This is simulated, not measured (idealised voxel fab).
Proc. module: voxel transistor to metal
Cross-section cut spans 175 nm and uses square cells 5 nm in size.
How to read a cross-section here: the picture is a grid of square cells, written as bands going from the top down, and any band can span one or more rows of cells. Per band: top height and bottom height in nm, followed by the left-to-right materials and their widths in nm; "everywhere" marks a single material spanning edge to edge, "empty" marks empty space. For the purposes of this specification, 0 denotes the height below which the wafer in its as-received condition is composed wholly of one material, and the lowermost band, lacking a lower limit, extends downward without end, as expressed in "0 nm and below". The notation "30..40" denotes a width that varies across the rows of cells in the band, beginning at the first number in the top row, finishing at the second number in the bottom row, and changing by an identical amount from each row to the next. Where a step carries "all unchanged", the cross-section came out of it unchanged, cell for cell. In "Voids, enclosed" the enclosed voids are listed, meaning empty spaces of 8 cells or larger without any opening to the top. The form is width x height at distance, distance from the left edge, units nm. The remark found on a step's line after its settings is issued by the simulator itself and pertains to that step. overlay nm: step with mask; distance mask lay right of planned place; negative value = left of planned place.
List of planned process steps:
1) RECEIVE, material Si
2) CONFORMAL_DEP, material SiO2, thk nm 5
3) CONFORMAL_DEP, material SiN, thk nm 15
4) PATTERN, tone cover, mask id ACTIVE, material resist, width nm 105, thk nm 20, overlay nm 0
5) DIRECTIONAL_ETCH, etch materials SiN, depth nm 15
6) DIRECTIONAL_ETCH, etch materials SiO2, depth nm 5
7) DIRECTIONAL_ETCH, etch materials Si, depth nm 25
8) STRIP, etch materials resist
9) FILL_DEP, material SiO2, thk nm 15
10) CMP, height nm 20
11) SELECTIVE_ETCH, etch materials SiO2, depth nm 5
12) STRIP, etch materials SiN
13) SELECTIVE_ETCH, etch materials SiO2, depth nm 5
14) OXIDIZE, depth nm 5
15) DIRECTIONAL_DEP, material polySi, thk nm 20
16) DIRECTIONAL_DEP, material SiCN, thk nm 10
17) DIRECTIONAL_DEP, material aC, thk nm 15
18) PATTERN, tone cover, mask id GATE, material resist, width nm 25, thk nm 30, overlay nm 0
19) DIRECTIONAL_ETCH, etch materials aC, depth nm 15
20) STRIP, etch materials resist
21) DIRECTIONAL_ETCH, etch materials SiCN, depth nm 20
22) DIRECTIONAL_ETCH, etch materials polySi, depth nm 30
23) STRIP, etch materials aC
24) CONFORMAL_DEP, material SiN, thk nm 5
25) DIRECTIONAL_ETCH, etch materials SiN, depth nm 5
26) DIRECTIONAL_ETCH, etch materials SiO2, depth nm 5
27) EPI, material SiGe, thk nm 5
28) FILL_DEP, material SiO2, thk nm 5
29) CMP, height nm 20
30) STRIP, etch materials polySi
31) SELECTIVE_ETCH, etch materials SiO2, depth nm 5
32) CONFORMAL_DEP, material HfO2, thk nm 5
33) CONFORMAL_DEP, material TiN, thk nm 5
34) FILL_DEP, material W, thk nm 5
35) CMP, height nm 15
36) DIRECTIONAL_DEP, material SiO2, thk nm 10
37) DIRECTIONAL_DEP, material aC, thk nm 15
38) PATTERN, tone open, mask id CONTACT, material resist, width nm 20, pitch nm 75, thk nm 30, overlay nm 0
39) DIRECTIONAL_ETCH, etch materials aC, depth nm 15
40) STRIP, etch materials resist
41) DIRECTIONAL_ETCH, etch materials SiO2, depth nm 25
42) STRIP, etch materials aC
43) CONFORMAL_DEP, material TiN, thk nm 5
44) FILL_DEP, material W, thk nm 5
45) CMP, height nm 25
46) CONFORMAL_DEP, material SiCN, thk nm 5
47) DIRECTIONAL_DEP, material lowk, thk nm 15
48) PATTERN, tone open, mask id METAL_1, material resist, width nm 20, pitch nm 75, thk nm 15, overlay nm 0
49) DIRECTIONAL_ETCH, etch materials lowk, depth nm 15
50) DIRECTIONAL_ETCH, etch materials SiCN, depth nm 5
51) STRIP, etch materials resist
52) CONFORMAL_DEP, material TiN, thk nm 5
53) FILL_DEP, material Ru, thk nm 10
54) CMP, height nm 45
55) CONFORMAL_DEP, material SiCN, thk nm 5
56) DIRECTIONAL_DEP, material lowk, thk nm 25
57) DIRECTIONAL_DEP, material aC, thk nm 10
58) PATTERN, tone open, mask id METAL_2, material resist, width nm 20, pitch nm 75, thk nm 25, overlay nm 0
59) DIRECTIONAL_ETCH, etch materials aC, depth nm 10
60) STRIP, etch materials resist
61) DIRECTIONAL_ETCH, etch materials lowk, depth nm 15
62) STRIP, etch materials aC
63) PATTERN, tone open, mask id METAL_2_HOLES, material resist, width nm 15, pitch nm 75, thk nm 20, overlay nm 0
64) DIRECTIONAL_ETCH, etch materials lowk, depth nm 10
65) DIRECTIONAL_ETCH, etch materials SiCN, depth nm 5
66) STRIP, etch materials resist
67) CONFORMAL_DEP, material TiN, thk nm 5
68) FILL_DEP, material Ru, thk nm 5
69) CMP, height nm 75
70) CONFORMAL_DEP, material SiCN, thk nm 5
Cross-section of the wafer as it came to us, i.e., already through step 1:
* 0 nm and below = Si everywhere
* Voids, enclosed: none
First of two wafers: cross-section at end of module, run per plan:
* 80 nm to 75 nm = SiCN everywhere
* 75 nm to 65 nm = lowk 40 nm  TiN 5 nm  Ru 10 nm  TiN 5 nm  lowk 55 nm  TiN 5 nm  Ru 10 nm  TiN 5 nm  lowk 40 nm
* 65 nm to 60 nm = lowk 40 nm  TiN 5 nm  Ru 5 nm  TiN 10 nm  lowk 55 nm  TiN 5 nm  Ru 5 nm  TiN 10 nm  lowk 40 nm
* 60 nm to 50 nm = lowk 40 nm  TiN 5 nm  Ru 5 nm  TiN 5 nm  lowk 60 nm  TiN 5 nm  Ru 5 nm  TiN 5 nm  lowk 45 nm
* 50 nm to 45 nm = SiCN 40 nm  TiN 15 nm  SiCN 60 nm  TiN 15 nm  SiCN 45 nm
* 45 nm to 30 nm = lowk 40 nm  TiN 5 nm  Ru 10 nm  TiN 5 nm  lowk 55 nm  TiN 5 nm  Ru 10 nm  TiN 5 nm  lowk 40 nm
* 30 nm to 25 nm = SiCN 40 nm  TiN 20 nm  SiCN 55 nm  TiN 20 nm  SiCN 40 nm
* 25 nm to 15 nm = SiO2 40 nm  TiN 5 nm  W 10 nm  TiN 5 nm  SiO2 55 nm  TiN 5 nm  W 10 nm  TiN 5 nm  SiO2 40 nm
* 15 nm to 10 nm = SiO2 40 nm  TiN 5 nm  W 10 nm  TiN 5 nm  SiO2 10 nm  SiN 5 nm  HfO2 5 nm  TiN 5 nm  W 5 nm  TiN 5 nm  HfO2 5 nm  SiN 5 nm  SiO2 10 nm  TiN 5 nm  W 10 nm  TiN 5 nm  SiO2 40 nm
* 10 nm to 5 nm = SiO2 30 nm  SiN 5 nm  SiO2 5 nm  TiN 5 nm  W 10 nm  TiN 5 nm  SiO2 10 nm  SiN 5 nm  HfO2 5 nm  TiN 5 nm  W 5 nm  TiN 5 nm  HfO2 5 nm  SiN 5 nm  SiO2 10 nm  TiN 5 nm  W 10 nm  TiN 5 nm  SiO2 5 nm  SiN 5 nm  SiO2 30 nm
* 5 nm to 0 nm = SiO2 30 nm  SiN 5 nm  SiO2 5 nm  TiN 20 nm  SiO2 10 nm  SiN 5 nm  HfO2 5 nm  TiN 15 nm  HfO2 5 nm  SiN 5 nm  SiO2 10 nm  TiN 20 nm  SiO2 5 nm  SiN 5 nm  SiO2 30 nm
* 0 nm to -5 nm = SiO2 35 nm  SiGe 35 nm  HfO2 35 nm  SiGe 35 nm  SiO2 35 nm
* -5 nm to -25 nm = SiO2 35 nm  Si 105 nm  SiO2 35 nm
* -25 nm and below = Si everywhere
* Voids, enclosed: none
Wafer two, end of module, cross-section. Same start, same plan as wafer one. One mistake in the run:
* 80 nm to 75 nm = SiCN everywhere
* 75 nm to 65 nm = lowk 40 nm  TiN 5 nm  aC 10 nm  TiN 5 nm  lowk 55 nm  TiN 5 nm  aC 10 nm  TiN 5 nm  lowk 40 nm
* 65 nm to 60 nm = lowk 40 nm  TiN 5 nm  aC 5 nm  TiN 10 nm  lowk 55 nm  TiN 5 nm  aC 5 nm  TiN 10 nm  lowk 40 nm
* 60 nm to 50 nm = lowk 40 nm  TiN 5 nm  aC 5 nm  TiN 5 nm  lowk 60 nm  TiN 5 nm  aC 5 nm  TiN 5 nm  lowk 45 nm
* 50 nm to 45 nm = SiCN 40 nm  TiN 15 nm  SiCN 60 nm  TiN 15 nm  SiCN 45 nm
* 45 nm to 30 nm = lowk 40 nm  TiN 5 nm  Ru 10 nm  TiN 5 nm  lowk 55 nm  TiN 5 nm  Ru 10 nm  TiN 5 nm  lowk 40 nm
* 30 nm to 25 nm = SiCN 40 nm  TiN 20 nm  SiCN 55 nm  TiN 20 nm  SiCN 40 nm
* 25 nm to 15 nm = SiO2 40 nm  TiN 5 nm  W 10 nm  TiN 5 nm  SiO2 55 nm  TiN 5 nm  W 10 nm  TiN 5 nm  SiO2 40 nm
* 15 nm to 10 nm = SiO2 40 nm  TiN 5 nm  W 10 nm  TiN 5 nm  SiO2 10 nm  SiN 5 nm  HfO2 5 nm  TiN 5 nm  W 5 nm  TiN 5 nm  HfO2 5 nm  SiN 5 nm  SiO2 10 nm  TiN 5 nm  W 10 nm  TiN 5 nm  SiO2 40 nm
* 10 nm to 5 nm = SiO2 30 nm  SiN 5 nm  SiO2 5 nm  TiN 5 nm  W 10 nm  TiN 5 nm  SiO2 10 nm  SiN 5 nm  HfO2 5 nm  TiN 5 nm  W 5 nm  TiN 5 nm  HfO2 5 nm  SiN 5 nm  SiO2 10 nm  TiN 5 nm  W 10 nm  TiN 5 nm  SiO2 5 nm  SiN 5 nm  SiO2 30 nm
* 5 nm to 0 nm = SiO2 30 nm  SiN 5 nm  SiO2 5 nm  TiN 20 nm  SiO2 10 nm  SiN 5 nm  HfO2 5 nm  TiN 15 nm  HfO2 5 nm  SiN 5 nm  SiO2 10 nm  TiN 20 nm  SiO2 5 nm  SiN 5 nm  SiO2 30 nm
* 0 nm to -5 nm = SiO2 35 nm  SiGe 35 nm  HfO2 35 nm  SiGe 35 nm  SiO2 35 nm
* -5 nm to -25 nm = SiO2 35 nm  Si 105 nm  SiO2 35 nm
* -25 nm and below = Si everywhere
* Voids, enclosed: none
Heads up, the wafer didn't run the way we planned it: step 68 was not run as planned; what actually ran was FILL_DEP, material aC, thk nm 5
at the end the second wafer has, in cells: 14 fewer of Ru, 14 more of aC
